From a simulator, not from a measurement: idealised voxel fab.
Process module in this document: voxel ribs on slabs
cross-section cut | 250 nm wide | cells 5 nm
Throughout this document, each cross-section is represented as a grid of square cells and is presented as a sequence of bands enumerated from the top downward, where a band comprises one or more rows of cells. Read a band's entry like this: the first values are the height of its top and the height of its bottom in nm, and what follows is the sequence of materials from left to right, each with its width in nm. Note that "empty" is empty space, and that a single material marked "full width" reaches across the band from edge to edge. The reference from which all heights are counted is 0, the level beneath which the as-received wafer is entirely one material; the lowest band, having no lower bound, proceeds downward and is written after the example "z 0 and below". So if you see something like "30->40" for the width, read it as the top row of the band sitting at the first number and the bottom row at the second, with every row in between moving by the same amount as the last. "nothing was modified" for a step: no cell of the cross-section changed in that step. The label "Non-vented voids" introduces a list of the empty spaces, 8 cells or larger, that have no open way up to the top; each entry in it reads width x height at distance, where the distance is taken from the left edge and all three are stated in nm. Step line, after settings: the simulator's comment on this step. overlay nm: how far to the right of its planned place the mask lay on this masked step (negative: to the left).

STEPS IN THE PROCESS PLAN
1,RECEIVE with material Si
2,DIRECTIONAL_DEP with material SiO2, thk nm 20
3,DIRECTIONAL_DEP with material polySi, thk nm 15
4,DIRECTIONAL_DEP with material aC, thk nm 15
5,PATTERN with tone cover, mask id RIB, material resist, width nm 25, thk nm 35, overlay nm 0
6,DIRECTIONAL_ETCH with etch materials aC, depth nm 15
7,STRIP with etch materials resist
8,DIRECTIONAL_ETCH with etch materials polySi, depth nm 10
9,STRIP with etch materials aC
10,PATTERN with tone cover, mask id SLAB, material resist, width nm 75, thk nm 20, overlay nm 0
11,DIRECTIONAL_ETCH with etch materials polySi, depth nm 5
12,STRIP with etch materials resist
13,FILL_DEP with material SiO2, thk nm 15
14,CMP with height nm 45
15,DIRECTIONAL_DEP with material W, thk nm 10
16,MASKED_ETCH with tone cover, mask id HEATER, width nm 35, etch materials W, depth nm 10, overlay nm 0
17,CONFORMAL_DEP with material SiN, thk nm 5

CROSS-SECTION: WAFER ON ARRIVAL = AFTER STEP 1
z 0 and below  Si full width
Non-vented voids: none

CROSS-SECTION, END OF MODULE. START: AS ABOVE. PLAN: AS ABOVE. EXECUTION: ONE MISTAKE
z 60 to 55  empty 100  SiN 45  empty 105
z 55 to 50  empty 100  SiN 5  W 35  SiN 5  empty 105
z 50 to 45  SiN 105  W 35  SiN 110
z 45 to 15  SiO2 full width
z 15 to 0  polySi full width
z 0 and below  Si full width
Non-vented voids: none
The plan and the run diverged here: note: step 2 <-> step 3, run order reversed vs plan
